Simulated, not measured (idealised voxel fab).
The process module that follows is named voxel self aligned contacts.
We display cut, a cross-section 180 nm in width whose square cells are each 5 nm.
Cross-section = grid of square cells, listed top down in bands; band = one or more rows. For a band, the entry starts with two heights in nm, that of the top and then that of the bottom, and carries on with the band's materials in order from left to right, each alongside its width in nm; the word "throughout" beside a single material means it fills the band edge to edge, and "air" means empty space. Counting heights begins at 0, where everything beneath is, in the wafer as received, one material. The lowest band has no bottom; it goes on downwards, as "0 down" shows. Width spec "30 to 40" -> top row of cells at first value, bottom row at second value, equal per-row change in between. A step reported as "everything unchanged" is a step in which no cell of the cross-section changed. Closed void table: empty space of 8 cells or more with no open way to the top, each as width x height at its distance from the left edge, in nm. Formally, on a step line, whatever follows the settings is a remark that the simulator itself makes on the step. "overlay nm" answers the question of how far to the right of plan the mask lay on a step that has a mask, and when it is negative the answer is to the left.

-- Planned process steps
1. RECEIVE,material Si
2. CONFORMAL_DEP,material SiO2,thk nm 5
3. DIRECTIONAL_DEP,material polySi,thk nm 20
4. DIRECTIONAL_DEP,material SiN,thk nm 20
5. MASKED_ETCH,tone cover,mask id GATE,width nm 30,pitch nm 75,etch materials SiN,depth nm 20,overlay nm 0
6. MASKED_ETCH,tone cover,mask id GATE,width nm 30,pitch nm 75,etch materials polySi,depth nm 20,overlay nm 0
7. CONFORMAL_DEP,material SiN,thk nm 10
8. DIRECTIONAL_ETCH,etch materials SiN,depth nm 10
9. FILL_DEP,material SiO2,thk nm 10
10. CMP,height nm 50
11. PATTERN,tone open,mask id CONTACT,material resist,width nm 55,thk nm 20,overlay nm 0
12. DIRECTIONAL_ETCH,etch materials SiO2,depth nm 50
13. STRIP,etch materials resist
14. CONFORMAL_DEP,material TiN,thk nm 5
15. FILL_DEP,material Ru,thk nm 5
16. CMP,height nm 50
17. CONFORMAL_DEP,material SiCN,thk nm 5

-- Run as planned: first of two wafers

-- Cross-section of the wafer as it came to us, i.e., already through step 1
- 0 down = Si throughout
- Closed void table: none

-- State of the wafer after step 2, shown in cross-section
- 5 to 0 = SiO2 throughout
- At heights below 0, the structure remains unaltered.

-- State of the wafer after step 3, shown in cross-section
- 25 to 5 = polySi throughout
- At heights below 5, the structure remains unaltered.

-- State of the wafer after step 4, shown in cross-section
- 45 to 25 = SiN throughout
- At heights below 25, the structure remains unaltered.

-- State of the wafer after step 5, shown in cross-section
- 45 to 25 = air=35 / SiN=30 / air=45 / SiN=30 / air=40
- At heights below 25, the structure remains unaltered.

-- State of the wafer after step 6, shown in cross-section
- 45 to 25 = air=35 / SiN=30 / air=45 / SiN=30 / air=40
- 25 to 5 = air=35 / polySi=30 / air=45 / polySi=30 / air=40
- At heights below 5, the structure remains unaltered.

-- State of the wafer after step 7, shown in cross-section
- 55 to 25 = air=25 / SiN=50 / air=25 / SiN=50 / air=30
- 25 to 15 = air=25 / SiN=10 / polySi=30 / SiN=10 / air=25 / SiN=10 / polySi=30 / SiN=10 / air=30
- 15 to 5 = SiN=35 / polySi=30 / SiN=45 / polySi=30 / SiN=40
- At heights below 5, the structure remains unaltered.

-- State of the wafer after step 8, shown in cross-section
- 45 to 25 = air=25 / SiN=50 / air=25 / SiN=50 / air=30
- 25 to 5 = air=25 / SiN=10 / polySi=30 / SiN=10 / air=25 / SiN=10 / polySi=30 / SiN=10 / air=30
- At heights below 5, the structure remains unaltered.

-- State of the wafer after step 9, shown in cross-section
- 55 to 45 = SiO2 throughout
- 45 to 25 = SiO2=25 / SiN=50 / SiO2=25 / SiN=50 / SiO2=30
- 25 to 5 = SiO2=25 / SiN=10 / polySi=30 / SiN=10 / SiO2=25 / SiN=10 / polySi=30 / SiN=10 / SiO2=30
- At heights below 5, the structure remains unaltered.

-- State of the wafer after step 10, shown in cross-section
- 50 to 45 = SiO2 throughout
- At heights below 45, the structure remains unaltered.

-- State of the wafer after step 11, shown in cross-section
- 70 to 50 = resist=60 / air=55 / resist=65
- At heights below 50, the structure remains unaltered.

-- State of the wafer after step 12, shown in cross-section
- 70 to 50 = resist=60 / air=55 / resist=65
- 50 to 45 = SiO2=60 / air=55 / SiO2=65
- 45 to 25 = SiO2=25 / SiN=50 / air=25 / SiN=50 / SiO2=30
- 25 to 5 = SiO2=25 / SiN=10 / polySi=30 / SiN=10 / air=25 / SiN=10 / polySi=30 / SiN=10 / SiO2=30
- 5 to 0 = SiO2=75 / air=25 / SiO2=80
- At heights below 0, the structure remains unaltered.

-- State of the wafer after step 13, shown in cross-section
- 50 to 45 = SiO2=60 / air=55 / SiO2=65
- At heights below 45, the structure remains unaltered.

-- State of the wafer after step 14, shown in cross-section
- 55 to 50 = TiN=65 / air=45 / TiN=70
- 50 to 45 = SiO2=60 / TiN=20 / air=15 / TiN=20 / SiO2=65
- 45 to 25 = SiO2=25 / SiN=50 / TiN=5 / air=15 / TiN=5 / SiN=50 / SiO2=30
- 25 to 5 = SiO2=25 / SiN=10 / polySi=30 / SiN=10 / TiN=5 / air=15 / TiN=5 / SiN=10 / polySi=30 / SiN=10 / SiO2=30
- 5 to 0 = SiO2=75 / TiN=25 / SiO2=80
- At heights below 0, the structure remains unaltered.

-- State of the wafer after step 15, shown in cross-section
- 60 to 55 = Ru throughout
- 55 to 50 = TiN=65 / Ru=45 / TiN=70
- 50 to 45 = SiO2=60 / TiN=20 / Ru=15 / TiN=20 / SiO2=65
- 45 to 25 = SiO2=25 / SiN=50 / TiN=5 / Ru=15 / TiN=5 / SiN=50 / SiO2=30
- 25 to 5 = SiO2=25 / SiN=10 / polySi=30 / SiN=10 / TiN=5 / Ru=15 / TiN=5 / SiN=10 / polySi=30 / SiN=10 / SiO2=30
- At heights below 5, the structure remains unaltered.

-- State of the wafer after step 16, shown in cross-section
- 50 to 45 = SiO2=60 / TiN=20 / Ru=15 / TiN=20 / SiO2=65
- At heights below 45, the structure remains unaltered.

-- State of the wafer after step 17, shown in cross-section
- 55 to 50 = SiCN throughout
- At heights below 50, the structure remains unaltered.

-- Second of two: same start, same plan, one run error; steps up to and including 4 match the first

-- Second wafer, sectioned view, at step 5's planned end time
- 45 to 25 = SiN=35 / air=30 / SiN=45 / air=30 / SiN=40
- At heights below 25, the structure remains unaltered.

Second wafer, sectioned view, at step 6's planned end time: everything unchanged

-- Second wafer, sectioned view, at step 7's planned end time
- 55 to 35 = SiN=45 / air=10 / SiN=65 / air=10 / SiN=50
- 35 to 25 = SiN throughout
- At heights below 25, the structure remains unaltered.

-- Second wafer, sectioned view, at step 8's planned end time
- 45 to 25 = SiN=45 / air=10 / SiN=65 / air=10 / SiN=50
- At heights below 25, the structure remains unaltered.

-- Second wafer, sectioned view, at step 9's planned end time
- 55 to 45 = SiO2 throughout
- 45 to 25 = SiN=45 / SiO2=10 / SiN=65 / SiO2=10 / SiN=50
- At heights below 25, the structure remains unaltered.

-- Second wafer, sectioned view, at step 10's planned end time
- 50 to 45 = SiO2 throughout
- At heights below 45, the structure remains unaltered.

-- Second wafer, sectioned view, at step 11's planned end time
- 70 to 50 = resist=60 / air=55 / resist=65
- At heights below 50, the structure remains unaltered.

-- Second wafer, sectioned view, at step 12's planned end time
- 70 to 50 = resist=60 / air=55 / resist=65
- 50 to 45 = SiO2=60 / air=55 / SiO2=65
- At heights below 45, the structure remains unaltered.

-- Second wafer, sectioned view, at step 13's planned end time
- 50 to 45 = SiO2=60 / air=55 / SiO2=65
- At heights below 45, the structure remains unaltered.

-- Second wafer, sectioned view, at step 14's planned end time
- 55 to 50 = TiN=65 / air=45 / TiN=70
- 50 to 45 = SiO2=60 / TiN=55 / SiO2=65
- At heights below 45, the structure remains unaltered.

-- Second wafer, sectioned view, at step 15's planned end time
- 60 to 55 = Ru throughout
- 55 to 50 = TiN=65 / Ru=45 / TiN=70
- At heights below 50, the structure remains unaltered.

-- Second wafer, sectioned view, at step 16's planned end time
- 50 to 45 = SiO2=60 / TiN=55 / SiO2=65
- At heights below 45, the structure remains unaltered.

-- Second wafer, sectioned view, at step 17's planned end time
- 55 to 50 = SiCN throughout
- At heights below 50, the structure remains unaltered.
Short version of what went wrong: planned and actual differ for step 5; actual: MASKED_ETCH,tone open,mask id GATE,width nm 30,pitch nm 75,etch materials SiN,depth nm 20,overlay nm 0
Wafer comparison, final, in cells, second relative to first, materials more or fewer: Ru -27, SiN +16, SiO2 -67, TiN -18, polySi +96
